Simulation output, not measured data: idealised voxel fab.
Documented hereafter: the process module known as voxel local oxidation.
Each square cell in cross-section cut measures 5 nm, and the section as a whole is 245 nm wide.
Think of the cross-section as a grid of square cells. We describe it in bands, top to bottom, and each band covers one or more rows of those cells. This entry defines a band. It first specifies the height of the band's top and the height of its bottom in nm, and then specifies the band's materials from left to right, stating each material with its width in nm. The word "throughout" identifies a single material that fills the band from edge to edge, while the word "empty" identifies empty space. Height datum 0, below which the as-received substrate wafer is one material. Lowest band open at the bottom, running downward: "0..down". Per-row width for "30->40": begins at first number (top row of band), ends at second number (bottom row), increment between rows held constant. "everything unchanged" -> step changed no cross-section cell. What "Sealed cavities" gives you is every empty space of 8 cells or more that is cut off from the top. Each appears as width x height at distance, with the distance taken from the left edge and width, height and distance all in nm. If you see something after the settings on a step's line, that's the simulator's own remark about that step. A step line may carry the setting "overlay nm", which, for steps involving a mask, states the distance by which the mask lay to the right of its intended position; negative values denote displacement to the left.
This section lists the process steps that were planned
1: RECEIVE | material Si
2: OXIDIZE | depth nm 5
3: CONFORMAL_DEP | material SiN | thk nm 15
4: DIRECTIONAL_DEP | material aC | thk nm 15
5: PATTERN | tone cover | mask id ACTIVE | material resist | width nm 105 | thk nm 30 | overlay nm 0
6: DIRECTIONAL_ETCH | etch materials aC | depth nm 15
7: STRIP | etch materials resist
8: DIRECTIONAL_ETCH | etch materials SiN | depth nm 15
9: STRIP | etch materials aC
10: SELECTIVE_ETCH | etch materials SiO2 | depth nm 5
11: OXIDIZE | depth nm 15
12: STRIP | etch materials SiN
What follows covers the first of two wafers; it ran as planned
Delivered wafer in cross-section: state after step 1
0..down  Si throughout
Sealed cavities: none
Presented here is a cross-section of the wafer after step 2 has been performed
0..-5  SiO2 throughout
Under the height -5 nothing was changed.
Presented here is a cross-section of the wafer after step 3 has been performed
15..0  SiN throughout
Under the height 0 nothing was changed.
Presented here is a cross-section of the wafer after step 4 has been performed
30..15  aC throughout
Under the height 15 nothing was changed.
Presented here is a cross-section of the wafer after step 5 has been performed
60..30  70 empty, then 105 resist, then 70 empty
Under the height 30 nothing was changed.
Presented here is a cross-section of the wafer after step 6 has been performed
45..30  70 empty, then 105 resist, then 70 empty
30..15  70 empty, then 105 aC, then 70 empty
Under the height 15 nothing was changed.
Presented here is a cross-section of the wafer after step 7 has been performed
30..15  70 empty, then 105 aC, then 70 empty
Under the height 15 nothing was changed.
Presented here is a cross-section of the wafer after step 8 has been performed
30..15  70 empty, then 105 aC, then 70 empty
15..0  70 empty, then 105 SiN, then 70 empty
Under the height 0 nothing was changed.
Presented here is a cross-section of the wafer after step 9 has been performed
15..0  70 empty, then 105 SiN, then 70 empty
Under the height 0 nothing was changed.
Presented here is a cross-section of the wafer after step 10 has been performed
15..0  70 empty, then 105 SiN, then 70 empty
0..-5  75 empty, then 95 SiO2, then 75 empty
Under the height -5 nothing was changed.
Presented here is a cross-section of the wafer after step 11 has been performed
15..0  70 empty, then 105 SiN, then 70 empty
0..-5  75 empty, then 95 SiO2, then 75 empty
-5..-20  90 SiO2, then 65 Si, then 90 SiO2
Under the height -20 nothing was changed.
Presented here is a cross-section of the wafer after step 12 has been performed
0..-5  75 empty, then 95 SiO2, then 75 empty
Under the height -5 nothing was changed.
Second wafer: same start and same plan as the first, one execution error; identical to the first through step 4
The second wafer in cross-section, at the planned close of step 5
60..30  65 empty, then 105 resist, then 75 empty
Under the height 30 nothing was changed.
The second wafer in cross-section, at the planned close of step 6
45..30  65 empty, then 105 resist, then 75 empty
30..15  65 empty, then 105 aC, then 75 empty
Under the height 15 nothing was changed.
The second wafer in cross-section, at the planned close of step 7
30..15  65 empty, then 105 aC, then 75 empty
Under the height 15 nothing was changed.
The second wafer in cross-section, at the planned close of step 8
30..15  65 empty, then 105 aC, then 75 empty
15..0  65 empty, then 105 SiN, then 75 empty
Under the height 0 nothing was changed.
The second wafer in cross-section, at the planned close of step 9
15..0  65 empty, then 105 SiN, then 75 empty
Under the height 0 nothing was changed.
The second wafer in cross-section, at the planned close of step 10
15..0  65 empty, then 105 SiN, then 75 empty
0..-5  70 empty, then 95 SiO2, then 80 empty
Under the height -5 nothing was changed.
The second wafer in cross-section, at the planned close of step 11
15..0  65 empty, then 105 SiN, then 75 empty
0..-5  70 empty, then 95 SiO2, then 80 empty
-5..-20  85 SiO2, then 65 Si, then 95 SiO2
Under the height -20 nothing was changed.
The second wafer in cross-section, at the planned close of step 12
0..-5  70 empty, then 95 SiO2, then 80 empty
Under the height -5 nothing was changed.
Against the plan, the run slipped here: in deviation from the planned setting, step 5 was conducted as PATTERN | tone cover | mask id ACTIVE | material resist | width nm 105 | thk nm 30 | overlay nm -5
Same inventory, different map: at the end, the second wafer holds as many cells of each material as the first, placed elsewhere.
